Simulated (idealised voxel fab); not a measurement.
Herein follows the process module entitled voxel transistor to metal.
The cross-section shown here is cut; it is 155 nm wide and divided into square cells measuring 5 nm on a side.
Cross-section spec: square-cell grid; bands listed top down; each band is one or more rows.
It is stipulated that each band's entry specify, in nanometres, the height of the top of the band and then that of its bottom, followed by the materials of the band in left-to-right sequence, each together with its width in nanometres. A single material marked by the word "all across" is understood to fill the band from edge to edge; the word "air" is understood to denote empty space.
Counting heights begins at 0, where everything beneath is, in the wafer as received, one material. The lowest band has no bottom; it goes on downwards, as "0 down" shows.
A width given as "30->40" starts at the first number in the band's top row and ends at the second number in its bottom row, shifting by an equal amount at every step from row to row.
"no modifications" -> step changed no cross-section cell.
This entry, "Trapped voids", enumerates those empty regions of no fewer than 8 cells that possess no open connection to the top. Each region is reported in the form width x height at distance, the distance being taken from the left edge, with all three quantities expressed in nm.
On a step's line, text after the settings is the simulator commenting on that step.
"overlay nm" answers the question of how far to the right of plan the mask lay on a step that has a mask, and when it is negative the answer is to the left.

## The following list gives the planned process steps
1) RECEIVE,material Si
2) OXIDIZE,depth nm 5
3) CONFORMAL_DEP,material SiN,thk nm 10
4) PATTERN,tone cover,mask id ACTIVE,material resist,width nm 100,thk nm 20,overlay nm -10
5) DIRECTIONAL_ETCH,etch materials SiN,depth nm 10
6) DIRECTIONAL_ETCH,etch materials SiO2,depth nm 5
7) DIRECTIONAL_ETCH,etch materials Si,depth nm 20
8) STRIP,etch materials resist
9) OXIDIZE,depth nm 5
10) FILL_DEP,material SiO2,thk nm 5
11) CMP,height nm 10
12) SELECTIVE_ETCH,etch materials SiO2,depth nm 10
13) STRIP,etch materials SiN
14) SELECTIVE_ETCH,etch materials SiO2,depth nm 5
15) OXIDIZE,depth nm 5
16) DIRECTIONAL_DEP,material polySi,thk nm 20
17) DIRECTIONAL_DEP,material SiCN,thk nm 10
18) PATTERN,tone cover,mask id GATE,material resist,width nm 20,thk nm 20,overlay nm 0
19) DIRECTIONAL_ETCH,etch materials SiCN,depth nm 20
20) DIRECTIONAL_ETCH,etch materials polySi,depth nm 30
21) STRIP,etch materials resist
22) CONFORMAL_DEP,material SiN,thk nm 5
23) DIRECTIONAL_ETCH,etch materials SiN,depth nm 5
24) DIRECTIONAL_ETCH,etch materials SiO2,depth nm 5
25) DIRECTIONAL_ETCH,etch materials Si,depth nm 5
26) EPI,material pSi,thk nm 5
27) FILL_DEP,material SiO2,thk nm 10
28) CMP,height nm 25
29) DIRECTIONAL_DEP,material SiO2,thk nm 15
30) PATTERN,tone open,mask id CONTACT,material resist,width nm 30,pitch nm 60,thk nm 15,overlay nm 0
31) DIRECTIONAL_ETCH,etch materials SiO2,depth nm 50
32) STRIP,etch materials resist
33) CONFORMAL_DEP,material TiN,thk nm 5
34) FILL_DEP,material Ru,thk nm 10
35) CMP,height nm 40
36) CONFORMAL_DEP,material SiCN,thk nm 5
37) DIRECTIONAL_DEP,material SiO2,thk nm 20
38) DIRECTIONAL_DEP,material aC,thk nm 10
39) PATTERN,tone open,mask id METAL_1,material resist,width nm 20,pitch nm 70,thk nm 25,overlay nm 0
40) DIRECTIONAL_ETCH,etch materials aC,depth nm 10
41) STRIP,etch materials resist
42) DIRECTIONAL_ETCH,etch materials SiO2,depth nm 20
43) DIRECTIONAL_ETCH,etch materials SiCN,depth nm 5
44) STRIP,etch materials aC
45) CONFORMAL_DEP,material TiN,thk nm 5
46) FILL_DEP,material Ru,thk nm 10
47) CMP,height nm 65
48) EPI,material Ru,thk nm 5
49) FILL_DEP,material SiCN,thk nm 5
50) DIRECTIONAL_DEP,material lowk,thk nm 30
51) MASKED_ETCH,tone open,mask id METAL_2,width nm 20,pitch nm 70,etch materials lowk,depth nm 15,overlay nm 0
52) MASKED_ETCH,tone open,mask id METAL_2_HOLES,width nm 15,pitch nm 70,etch materials lowk,depth nm 15,overlay nm 0
53) MASKED_ETCH,tone open,mask id METAL_2_HOLES,width nm 15,pitch nm 70,etch materials SiCN,depth nm 5,overlay nm 0
54) CONFORMAL_DEP,material TiN,thk nm 5
55) FILL_DEP,material Ru,thk nm 10
56) CMP,height nm 105
57) CONFORMAL_DEP,material SiN,thk nm 5
The plan's step 4 overlay nm is the first wafer's value; the wafers differ in this setting and start identical.

## The first of several wafers, as received after step 1, seen in section
- 0 down: Si all across
- Trapped voids: none

## The table below has one row for each wafer; a row shows, as of the end of the module, how many cells of each material the wafer has gained, marked (+), or lost, marked (-), since it was received, and then the wafer's closed voids
overlay nm -10; +114 Ru; -126 Si; +75 SiCN; +43 SiN; +298 SiO2; +104 TiN; +144 lowk; +14 pSi; +16 polySi; Trapped voids: none
overlay nm -5; +114 Ru; -126 Si; +75 SiCN; +43 SiN; +298 SiO2; +104 TiN; +144 lowk; +14 pSi; +16 polySi; Trapped voids: none
overlay nm 0; +114 Ru; -126 Si; +75 SiCN; +43 SiN; +298 SiO2; +104 TiN; +144 lowk; +14 pSi; +16 polySi; Trapped voids: none
overlay nm 5; +114 Ru; -126 Si; +75 SiCN; +43 SiN; +298 SiO2; +104 TiN; +144 lowk; +14 pSi; +16 polySi; Trapped voids: none
overlay nm 10; +114 Ru; -126 Si; +75 SiCN; +43 SiN; +298 SiO2; +104 TiN; +144 lowk; +14 pSi; +16 polySi; Trapped voids: none
overlay nm 15; +114 Ru; -126 Si; +75 SiCN; +43 SiN; +298 SiO2; +104 TiN; +144 lowk; +14 pSi; +16 polySi; Trapped voids: none
